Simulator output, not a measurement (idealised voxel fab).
Proc. module: voxel wiring stack
The cross-section shown here is cut; it is 190 nm wide and divided into square cells measuring 5 nm on a side.
In this document a cross-section is written as a grid of square cells. It is given as a series of bands, listed from the top down, and a band is one or more rows of cells. Within each band entry, the heights of the top and of the bottom of the band appear first, in that order and in nm; the materials of the band then follow from left to right, each with its corresponding width in nm. The designation "everywhere" on a single material indicates that it fills the band from edge to edge; the designation "blank" indicates empty space. A quick word on heights: they are counted from 0, and under that level the wafer as it came to us is one material throughout. The lowest band is different from the rest in having no bottom; it simply continues downward, written as in "0 -> down". Note: "30 to 40" means the width goes from the first number (top row of the band) to the second number (bottom row) in equal steps per row of cells. Step marked "identical to before"? Then no cell in the cross-section changed in it. "Closed cavities" contains a list of empty spaces, each no smaller than 8 cells and without an open way to the top, written in the form width x height at distance with the distance from the left edge and all three in nm. Post-settings text on a step line: simulator's own remark regarding the step. A step line may carry the setting "overlay nm", which, for steps involving a mask, states the distance by which the mask lay to the right of its intended position; negative values denote displacement to the left.

# So here's the lineup of process steps we planned
| 1 | op RECEIVE | material Si |
| 2 | op CONFORMAL_DEP | material SiO2 | thk nm 10 |
| 3 | op DIRECTIONAL_DEP | material TiN | thk nm 5 |
| 4 | op DIRECTIONAL_DEP | material Ru | thk nm 20 |
| 5 | op MASKED_ETCH | tone cover | mask id METAL_1 | width nm 25 | pitch nm 40 | etch materials Ru | depth nm 20 | overlay nm 0 |
| 6 | op MASKED_ETCH | tone cover | mask id METAL_1 | width nm 25 | pitch nm 40 | etch materials TiN | depth nm 5 | overlay nm 0 |
| 7 | op FILL_DEP | material SiO2 | thk nm 10 |
| 8 | op CMP | height nm 35 |
| 9 | op CONFORMAL_DEP | material SiCN | thk nm 5 |
| 10 | op DIRECTIONAL_DEP | material lowk | thk nm 30 |
| 11 | op PATTERN | tone open | mask id METAL_2_HOLES | material resist | width nm 15 | thk nm 20 | overlay nm 0 |
| 12 | op DIRECTIONAL_ETCH | etch materials lowk | depth nm 30 |
| 13 | op STRIP | etch materials resist |
| 14 | op DIRECTIONAL_DEP | material aC | thk nm 10 |
| 15 | op PATTERN | tone open | mask id METAL_2 | material resist | width nm 25 | pitch nm 40 | thk nm 30 | overlay nm 0 |
| 16 | op DIRECTIONAL_ETCH | etch materials aC | depth nm 10 |
| 17 | op STRIP | etch materials resist |
| 18 | op DIRECTIONAL_ETCH | etch materials lowk | depth nm 20 |
| 19 | op DIRECTIONAL_ETCH | etch materials SiCN | depth nm 5 |
| 20 | op STRIP | etch materials aC |
| 21 | op CONFORMAL_DEP | material TiN | thk nm 5 |
| 22 | op FILL_DEP | material Cu | thk nm 10 |
| 23 | op CMP | height nm 70 |
| 24 | op CONFORMAL_DEP | material SiCN | thk nm 5 |
| 25 | op DIRECTIONAL_DEP | material SiO2 | thk nm 35 |
| 26 | op MASKED_ETCH | tone open | mask id METAL_3 | width nm 25 | pitch nm 40 | etch materials SiO2 | depth nm 20 | overlay nm 0 |
| 27 | op DIRECTIONAL_DEP | material aC | thk nm 10 |
| 28 | op PATTERN | tone open | mask id METAL_3_HOLES | material resist | width nm 15 | pitch nm 40 | thk nm 25 | overlay nm 0 |
| 29 | op DIRECTIONAL_ETCH | etch materials aC | depth nm 10 |
| 30 | op STRIP | etch materials resist |
| 31 | op DIRECTIONAL_ETCH | etch materials SiO2 | depth nm 15 |
| 32 | op DIRECTIONAL_ETCH | etch materials SiCN | depth nm 5 |
| 33 | op STRIP | etch materials aC |
| 34 | op CONFORMAL_DEP | material TiN | thk nm 5 |
| 35 | op FILL_DEP | material Ru | thk nm 10 |
| 36 | op CMP | height nm 110 |
| 37 | op CONFORMAL_DEP | material SiCN | thk nm 5 |
| 38 | op DIRECTIONAL_DEP | material SiO2 | thk nm 25 |
| 39 | op PATTERN | tone open | mask id METAL_4 | material resist | width nm 25 | pitch nm 40 | thk nm 15 | overlay nm 0 |
| 40 | op DIRECTIONAL_ETCH | etch materials SiO2 | depth nm 15 |
| 41 | op STRIP | etch materials resist |
| 42 | op MASKED_ETCH | tone open | mask id METAL_4_HOLES | width nm 15 | etch materials SiO2 | depth nm 10 | overlay nm 0 |
| 43 | op MASKED_ETCH | tone open | mask id METAL_4_HOLES | width nm 15 | etch materials SiCN | depth nm 5 | overlay nm 0 |
| 44 | op CONFORMAL_DEP | material TiN | thk nm 5 |
| 45 | op FILL_DEP | material Cu | thk nm 5 |
| 46 | op CMP | height nm 140 |
| 47 | op CONFORMAL_DEP | material SiCN | thk nm 5 |

# Incoming wafer in cross-section (state: after step 1)
> 0 -> down: Si everywhere
> Closed cavities: none

# Sectioned view, first of two wafers, at the close of the module, processed as intended in the plan
> 145 -> 140: SiCN everywhere
> 140 -> 130: SiO2=60, TiN=5, Cu=15, TiN=5, SiO2=15, TiN=5, Cu=15, TiN=5, SiO2=65
> 130 -> 125: SiO2=60, TiN=5, Cu=5, TiN=15, SiO2=15, TiN=25, SiO2=65
> 125 -> 115: SiO2=60, TiN=5, Cu=5, TiN=5, SiO2=115
> 115 -> 110: SiCN=60, TiN=15, SiCN=115
> 110 -> 95: SiO2=60, TiN=5, Ru=15, TiN=5, SiO2=15, TiN=5, Ru=15, TiN=5, SiO2=65
> 95 -> 90: SiO2=60, TiN=5, Ru=5, TiN=15, SiO2=15, TiN=5, Ru=5, TiN=15, SiO2=65
> 90 -> 75: SiO2=60, TiN=5, Ru=5, TiN=5, SiO2=25, TiN=5, Ru=5, TiN=5, SiO2=75
> 75 -> 70: SiCN=60, TiN=15, SiCN=25, TiN=15, SiCN=75
> 70 -> 55: lowk=60, TiN=5, Cu=15, TiN=5, lowk=15, TiN=5, Cu=15, TiN=5, lowk=65
> 55 -> 50: lowk=60, TiN=5, Cu=5, TiN=15, lowk=15, TiN=25, lowk=65
> 50 -> 40: lowk=60, TiN=5, Cu=5, TiN=5, lowk=115
> 40 -> 35: SiCN=60, TiN=15, SiCN=115
> 35 -> 15: SiO2=60, Ru=25, SiO2=15, Ru=25, SiO2=65
> 15 -> 10: SiO2=60, TiN=25, SiO2=15, TiN=25, SiO2=65
> 10 -> 0: SiO2 everywhere
> 0 -> down: Si everywhere
> Closed cavities: none

# Wafer two (of two), end-of-module cross-section: start = wafer one, plan = wafer one, one run mistake
> 145 -> 140: SiCN everywhere
> 140 -> 130: SiO2=60, TiN=5, Cu=15, TiN=5, SiO2=15, TiN=5, Cu=15, TiN=5, SiO2=65
> 130 -> 125: SiO2=60, TiN=5, Cu=5, TiN=15, SiO2=15, TiN=25, SiO2=65
> 125 -> 115: SiO2=60, TiN=5, Cu=5, TiN=5, SiO2=115
> 115 -> 110: SiCN=60, TiN=15, SiCN=115
> 110 -> 100: Ru everywhere
> 100 -> 95: TiN=65, Ru=15, TiN=25, Ru=15, TiN=70
> 95 -> 90: SiO2=60, TiN=25, SiO2=15, TiN=25, SiO2=65
> 90 -> 75: SiO2=75, TiN=10, SiO2=30, TiN=10, SiO2=65
> 75 -> 70: SiCN=75, TiN=10, SiCN=30, TiN=10, SiCN=65
> 70 -> 55: lowk=60, TiN=5, Cu=15, TiN=5, lowk=15, TiN=5, Cu=15, TiN=5, lowk=65
> 55 -> 50: lowk=60, TiN=5, Cu=5, TiN=15, lowk=15, TiN=25, lowk=65
> 50 -> 40: lowk=60, TiN=5, Cu=5, TiN=5, lowk=115
> 40 -> 35: SiCN=60, TiN=15, SiCN=115
> 35 -> 15: SiO2=60, Ru=25, SiO2=15, Ru=25, SiO2=65
> 15 -> 10: SiO2=60, TiN=25, SiO2=15, TiN=25, SiO2=65
> 10 -> 0: SiO2 everywhere
> 0 -> down: Si everywhere
> Closed cavities: none
So what did we get wrong on this run? in deviation from the planned setting, step 28 was conducted as op PATTERN | tone cover | mask id METAL_3_HOLES | material resist | width nm 15 | pitch nm 40 | thk nm 25 | overlay nm 0
The second wafer ends with more or fewer cells of some materials than the first, per final count: 56 more of Ru | 2 more of SiCN | 78 fewer of SiO2 | 20 more of TiN
